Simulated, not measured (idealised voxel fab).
Herein follows the process module entitled voxel released beams.
Cross-section cut spans 250 nm and uses square cells 5 nm in size.
If you're reading a cross-section in this doc, picture square cells in a grid; it comes to you as bands, top ones listed first down to the bottom, and a band can be one or more rows of cells. Within each band entry, the heights of the top and of the bottom of the band appear first, in that order and in nm; the materials of the band then follow from left to right, each with its corresponding width in nm. The designation "throughout" on a single material indicates that it fills the band from edge to edge; the designation "air" indicates empty space. Height is counted from the level 0, under which the received wafer is composed throughout of one material. The lowest of the bands is not closed at the bottom but continues downward, in the notation "top 0, no bottom". The width entry "30 to 40" should be interpreted row by row: the top row of cells in the band takes the first number, the bottom row takes the second number, and the change between adjacent rows is uniform throughout. "same as before", as given for a step, is the statement that not any cell of the cross-section underwent a change during that step. The entry "Enclosed empty spaces" lists the empty spaces that cover at least 8 cells and have no open path to the top. Each is written as width x height at distance, where the distance is measured from the left edge and all three values are in nm. On a step's line, text after the settings is the simulator commenting on that step. If you see "overlay nm" on a step's line and that step has a mask, it's telling you how far right of where it was planned the mask ended up; a negative number means it went left instead.

STEPS PLANNED FOR THE PROCESS
| 1 | RECEIVE [material Si] |
| 2 | CONFORMAL_DEP [material SiN] [thk nm 10] |
| 3 | DIRECTIONAL_DEP [material SiO2] [thk nm 10] |
| 4 | PATTERN [tone open] [mask id ANCHOR] [material resist] [width nm 25] [thk nm 15] [overlay nm 0] |
| 5 | DIRECTIONAL_ETCH [etch materials SiO2] [depth nm 10] |
| 6 | STRIP [etch materials resist] |
| 7 | CONFORMAL_DEP [material polySi] [thk nm 10] |
| 8 | PATTERN [tone cover] [mask id BEAM] [material resist] [width nm 100] [thk nm 20] [overlay nm 0] |
| 9 | DIRECTIONAL_ETCH [etch materials polySi] [depth nm 10] |
| 10 | STRIP [etch materials resist] |
| 11 | STRIP [etch materials SiO2] |

CROSS-SECTION, INCOMING MATERIAL, AFTER STEP 1
    top 0, no bottom = Si throughout
    Enclosed empty spaces: none

POST-MODULE CROSS-SECTION OF THE FIRST OF TWO WAFERS (RUN PER PLAN)
    top 30, bottom 20 = 70 of air; 15 of polySi; 5 of air; 80 of polySi; 80 of air
    top 20, bottom 10 = 75 of air; 25 of polySi; 150 of air
    top 10, bottom 0 = SiN throughout
    top 0, no bottom = Si throughout
    Enclosed empty spaces: none

WAFER TWO CROSS-SECTION, MODULE END. START AND PLAN UNCHANGED FROM WAFER ONE; ONE MISTAKE MADE DURING THE RUN
    top 30, bottom 20 = 70 of air; 100 of polySi; 80 of air
    top 20, bottom 10 = SiN throughout
    top 10, bottom 0 = SiO2 throughout
    top 0, no bottom = Si throughout
    Enclosed empty spaces: none
Misprocessing identified: it was found that steps 2 and 3 of the process plan had been performed in exchanged positions
Per the end-of-run cell counts, the second wafer holds more or fewer of some materials than the first: SiO2: 100 more; polySi: 8 fewer
